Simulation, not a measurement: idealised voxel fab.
Process module name: voxel self aligned vias
cross-section cut | 275 nm wide | cells 5 nm
Cross-section spec: square-cell grid; bands listed top down; each band is one or more rows.
Each band's line starts with the height of the band's top and of its bottom, in nm. Then come its materials from left to right, each with its width in nm. One material with "everywhere" fills the band from edge to edge. "air" is empty space.
Heads up on the height convention: 0 is the point under which the incoming wafer is all one material, and the lowest band has no bottom, it just keeps going down, like "0..down".
The notation "30->40" denotes a width that varies across the rows of cells in the band, beginning at the first number in the top row, finishing at the second number in the bottom row, and changing by an identical amount from each row to the next.
It should be understood that the words "no modification", when stated for a given step, signify that the cross-section underwent no change in any of its cells during that step.
Basically, "Cavities, closed" tells you about the enclosed voids: empty spaces with no open way to the top, 8 cells or bigger, each written width x height at distance, where distance is from the left edge, all in nm.
Step line, after settings: the simulator's comment on this step.
overlay nm, on a step with a mask: how far to the right of its planned place the mask lay; to the left if negative

[The planned process steps are enumerated hereunder]
1) RECEIVE | material Si
2) CONFORMAL_DEP | material SiO2 | thk nm 15
3) CONFORMAL_DEP | material SiCN | thk nm 5
4) DIRECTIONAL_DEP | material SiO2 | thk nm 25
5) DIRECTIONAL_DEP | material aC | thk nm 15
6) PATTERN | tone open | mask id LINES | material resist | width nm 30 | pitch nm 70 | thk nm 30 | overlay nm 0
7) DIRECTIONAL_ETCH | etch materials aC | depth nm 15
8) STRIP | etch materials resist
9) DIRECTIONAL_ETCH | etch materials SiO2 | depth nm 25
10) STRIP | etch materials aC
11) CONFORMAL_DEP | material TiN | thk nm 5
12) FILL_DEP | material W | thk nm 5
13) CMP | height nm 45
14) SELECTIVE_ETCH | etch materials W Ru TiN | depth nm 10
15) FILL_DEP | material SiN | thk nm 10
16) CMP | height nm 45
17) DIRECTIONAL_DEP | material SiO2 | thk nm 15
18) PATTERN | tone open | mask id VIAS | material resist | width nm 40 | pitch nm 70 | thk nm 15 | overlay nm -15
19) DIRECTIONAL_ETCH | etch materials SiO2 | depth nm 15
20) DIRECTIONAL_ETCH | etch materials SiN | depth nm 10
21) STRIP | etch materials resist
22) CONFORMAL_DEP | material TiN | thk nm 5
23) FILL_DEP | material Cu | thk nm 10
24) CMP | height nm 60
25) CONFORMAL_DEP | material SiCN | thk nm 5
Same starting wafers, different overlay nm at step 18. Plan value belongs to the first wafer.

[Cross-section: the first of several wafers in its as-received state, i.e. following step 1]
0..down: Si everywhere
Cavities, closed: none

[first wafer at the end, after step 25]
65..60: SiCN everywhere
60..50: SiO2 (65), then TiN (5), then Cu (30), then TiN (5), then SiO2 (30), then TiN (5), then Cu (30), then TiN (5), then SiO2 (100)
50..45: SiO2 (65), then TiN (25), then Cu (10), then TiN (5), then SiO2 (30), then TiN (25), then Cu (10), then TiN (5), then SiO2 (100)
45..40: SiO2 (85), then TiN (5), then Cu (10), then TiN (5), then SiN (10), then SiO2 (40), then TiN (5), then Cu (10), then TiN (5), then SiN (10), then SiO2 (90)
40..35: SiO2 (85), then TiN (20), then SiN (10), then SiO2 (40), then TiN (20), then SiN (10), then SiO2 (90)
35..25: SiO2 (85), then TiN (5), then W (20), then TiN (5), then SiO2 (40), then TiN (5), then W (20), then TiN (5), then SiO2 (90)
25..20: SiO2 (85), then TiN (30), then SiO2 (40), then TiN (30), then SiO2 (90)
20..15: SiCN everywhere
15..0: SiO2 everywhere
0..down: Si everywhere
Cavities, closed: none

[Here's the last wafer cross-sectioned at the end of the module]
65..60: SiCN everywhere
60..50: SiO2 (95), then TiN (5), then Cu (30), then TiN (5), then SiO2 (30), then TiN (5), then Cu (30), then TiN (5), then SiO2 (70)
50..45: SiO2 (95), then TiN (5), then Cu (10), then TiN (25), then SiO2 (30), then TiN (5), then Cu (10), then TiN (25), then SiO2 (70)
45..40: SiO2 (85), then SiN (10), then TiN (5), then Cu (10), then TiN (5), then SiO2 (40), then SiN (10), then TiN (5), then Cu (10), then TiN (5), then SiO2 (90)
40..35: SiO2 (85), then SiN (10), then TiN (20), then SiO2 (40), then SiN (10), then TiN (20), then SiO2 (90)
35..25: SiO2 (85), then TiN (5), then W (20), then TiN (5), then SiO2 (40), then TiN (5), then W (20), then TiN (5), then SiO2 (90)
25..20: SiO2 (85), then TiN (30), then SiO2 (40), then TiN (30), then SiO2 (90)
20..15: SiCN everywhere
15..0: SiO2 everywhere
0..down: Si everywhere
Cavities, closed: none

[So in this table every wafer gets its own row, and what you see is where it stands at the end of the module: for each material, how many cells it picked up (+) or gave up (-) since we received it, and after that its closed voids]
overlay nm -15, +32 Cu, +110 SiCN, +8 SiN, +497 SiO2, +52 TiN, +16 W, Cavities, closed: none
overlay nm -10, +36 Cu, +110 SiCN, +4 SiN, +497 SiO2, +52 TiN, +16 W, Cavities, closed: none
overlay nm -5, +40 Cu, +110 SiCN, +497 SiO2, +52 TiN, +16 W, Cavities, closed: none
overlay nm 0, +40 Cu, +110 SiCN, +497 SiO2, +52 TiN, +16 W, Cavities, closed: none
overlay nm 5, +40 Cu, +110 SiCN, +497 SiO2, +52 TiN, +16 W, Cavities, closed: none
overlay nm 10, +36 Cu, +110 SiCN, +4 SiN, +497 SiO2, +52 TiN, +16 W, Cavities, closed: none
overlay nm 15, +32 Cu, +110 SiCN, +8 SiN, +497 SiO2, +52 TiN, +16 W, Cavities, closed: none
